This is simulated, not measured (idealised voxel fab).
The process module presented herein is designated voxel spacer lines.
Square cell edge 5 nm, section width 220 nm, ID cut.
If you're reading a cross-section in this doc, picture square cells in a grid; it comes to you as bands, top ones listed first down to the bottom, and a band can be one or more rows of cells. First you get the band's top height and its bottom height, in nm, and then the materials it's made of, left to right, with each width in nm. If you see a single material with "everywhere", that one covers the band edge to edge. "empty" is empty space. Basically, 0 is our baseline, since under it the wafer straight out of the box is all one material. The bottom band has no lower end and keeps on going down, so it looks like "z 0 and below". Read "30->40" as a graded width: first number on top, second number at the bottom, same change between each pair of neighbouring rows. Step note "nothing changed" = no cross-section cell changed. "Closed cavity list" lists enclosed empty spaces (at least 8 cells, no open path upward to the top), each as width x height at distance from the left edge, in nm. The remark found on a step's line after its settings is issued by the simulator itself and pertains to that step. For masked steps, "overlay nm" on the step line gives how far right of plan the mask actually lay; a minus sign means it lay to the left.
Below is the list of planned process steps:
| 1 | RECEIVE | material Si |
| 2 | CONFORMAL_DEP | material Al2O3 | thk nm 5 |
| 3 | DIRECTIONAL_DEP | material polySi | thk nm 10 |
| 4 | DIRECTIONAL_DEP | material aC | thk nm 25 |
| 5 | PATTERN | tone cover | mask id MANDREL | material resist | width nm 25 | pitch nm 80 | thk nm 35 | overlay nm 0 |
| 6 | DIRECTIONAL_ETCH | etch materials aC | depth nm 25 |
| 7 | STRIP | etch materials resist |
| 8 | CONFORMAL_DEP | material SiN | thk nm 15 |
| 9 | DIRECTIONAL_ETCH | etch materials SiN | depth nm 15 |
| 10 | STRIP | etch materials aC |
| 11 | DIRECTIONAL_ETCH | etch materials polySi | depth nm 10 |
| 12 | STRIP | etch materials SiN |
Cross-section, incoming material, after step 1:
	z 0 and below  Si everywhere
	Closed cavity list: none
Here's the cross-section of the first of our two wafers at the end of the module - it ran as planned:
	z 15 to 5  polySi (15)  empty (25)  polySi (15)  empty (25)  polySi (15)  empty (25)  polySi (15)  empty (25)  polySi (15)  empty (25)  polySi (15)  empty (5)
	z 5 to 0  Al2O3 everywhere
	z 0 and below  Si everywhere
	Closed cavity list: none
Here's the second of our two wafers sectioned at module end. Same start as the first, same plan, but one mistake got made running it:
	z 30 to 5  aC everywhere
	z 5 to 0  Al2O3 everywhere
	z 0 and below  Si everywhere
	Closed cavity list: none
Finding, execution versus plan: contrary to the plan, steps 3 and 4 were processed in exchanged order
Final comparison by cell count, materials where the second wafer has more or fewer than the first: 220 more of aC | 36 fewer of polySi
